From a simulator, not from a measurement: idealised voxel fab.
The following process module bears the name voxel self aligned vias.
In the cross-section labelled cut, the width is 285 nm and each square cell is 5 nm.
In this document a cross-section is written as a grid of square cells. It is given as a series of bands, listed from the top down, and a band is one or more rows of cells. Read a band's entry like this: the first values are the height of its top and the height of its bottom in nm, and what follows is the sequence of materials from left to right, each with its width in nm. Note that "empty" is empty space, and that a single material marked "everywhere" reaches across the band from edge to edge. Height reference: 0 = level under which incoming wafer is all one material. Lowest band: no bottom, runs on downward, e.g. "top 0, no bottom". Width "30->40": first value at the band's top row of cells, second value at its bottom row, equal change from row to row. Given "remained the same" for a step, no cell of the cross-section differs between before and after that step. Catalogued sealed voids: empty space of 8 cells or more with no open way to the top, each as width x height at its distance from the left edge, in nm. Read whatever lies past the settings on a step's line as the simulator's own remark about the step. "overlay nm", when on a step's line for a step with a mask, measures how far to the right of its planned place the mask lay; a negative measure means to the left.
### Steps in the process plan
| 1 | RECEIVE with material Si |
| 2 | CONFORMAL_DEP with material SiO2, thk nm 10 |
| 3 | CONFORMAL_DEP with material SiCN, thk nm 5 |
| 4 | DIRECTIONAL_DEP with material SiO2, thk nm 25 |
| 5 | PATTERN with tone open, mask id LINES, material resist, width nm 20, pitch nm 55, thk nm 15, overlay nm 0 |
| 6 | DIRECTIONAL_ETCH with etch materials SiO2, depth nm 25 |
| 7 | STRIP with etch materials resist |
| 8 | CONFORMAL_DEP with material TiN, thk nm 5 |
| 9 | FILL_DEP with material Ru, thk nm 5 |
| 10 | CMP with height nm 40 |
| 11 | SELECTIVE_ETCH with etch materials W Ru TiN, depth nm 10 |
| 12 | FILL_DEP with material SiN, thk nm 5 |
| 13 | CMP with height nm 40 |
| 14 | DIRECTIONAL_DEP with material SiO2, thk nm 20 |
| 15 | PATTERN with tone open, mask id VIAS, material resist, width nm 40, pitch nm 110, thk nm 20, overlay nm 0 |
| 16 | DIRECTIONAL_ETCH with etch materials SiO2, depth nm 20 |
| 17 | DIRECTIONAL_ETCH with etch materials SiN, depth nm 10 |
| 18 | STRIP with etch materials resist |
| 19 | CONFORMAL_DEP with material TiN, thk nm 5 |
| 20 | FILL_DEP with material Ru, thk nm 5 |
| 21 | CMP with height nm 60 |
| 22 | CONFORMAL_DEP with material SiCN, thk nm 5 |
### Incoming wafer, cross-sectional view, post step 1
    top 0, no bottom  Si everywhere
    Catalogued sealed voids: none
### As-planned run: cross-section of the first of two wafers at end of module
    top 65, bottom 60  SiCN everywhere
    top 60, bottom 45  65 SiO2  5 TiN  30 Ru  5 TiN  70 SiO2  5 TiN  30 Ru  5 TiN  70 SiO2
    top 45, bottom 40  65 SiO2  15 TiN  10 Ru  15 TiN  70 SiO2  15 TiN  10 Ru  15 TiN  70 SiO2
    top 40, bottom 35  75 SiO2  5 TiN  10 Ru  5 TiN  35 SiO2  20 SiN  35 SiO2  5 TiN  10 Ru  5 TiN  80 SiO2
    top 35, bottom 30  75 SiO2  20 TiN  35 SiO2  20 SiN  35 SiO2  20 TiN  80 SiO2
    top 30, bottom 20  75 SiO2  5 TiN  10 Ru  5 TiN  35 SiO2  5 TiN  10 Ru  5 TiN  35 SiO2  5 TiN  10 Ru  5 TiN  80 SiO2
    top 20, bottom 15  75 SiO2  20 TiN  35 SiO2  20 TiN  35 SiO2  20 TiN  80 SiO2
    top 15, bottom 10  SiCN everywhere
    top 10, bottom 0  SiO2 everywhere
    top 0, no bottom  Si everywhere
    Catalogued sealed voids: none
### Cross-section at end of module for the second wafer of two, which matched the first in starting point and plan and differed by one mistake in its processing
    top 65, bottom 60  SiCN everywhere
    top 60, bottom 45  65 SiO2  5 TiN  30 Ru  5 TiN  70 SiO2  5 TiN  30 Ru  5 TiN  70 SiO2
    top 45, bottom 40  65 SiO2  40 TiN  70 SiO2  40 TiN  70 SiO2
    top 40, bottom 30  75 SiO2  5 TiN  10 Ru  5 TiN  35 SiO2  5 SiN  10 Ru  5 SiN  35 SiO2  5 TiN  10 Ru  5 TiN  80 SiO2
    top 30, bottom 20  75 SiO2  5 TiN  10 Ru  5 TiN  35 SiO2  5 TiN  10 Ru  5 TiN  35 SiO2  5 TiN  10 Ru  5 TiN  80 SiO2
    top 20, bottom 15  75 SiO2  20 TiN  35 SiO2  20 TiN  35 SiO2  20 TiN  80 SiO2
    top 15, bottom 10  SiCN everywhere
    top 10, bottom 0  SiO2 everywhere
    top 0, no bottom  Si everywhere
    Catalogued sealed voids: none
Nonconformance to the process plan: off-plan run, step 11, actual operation and settings SELECTIVE_ETCH with etch materials TiN, depth nm 10
Final wafer comparison in cells, second versus first, more or fewer per material: +4 Ru; -4 SiN
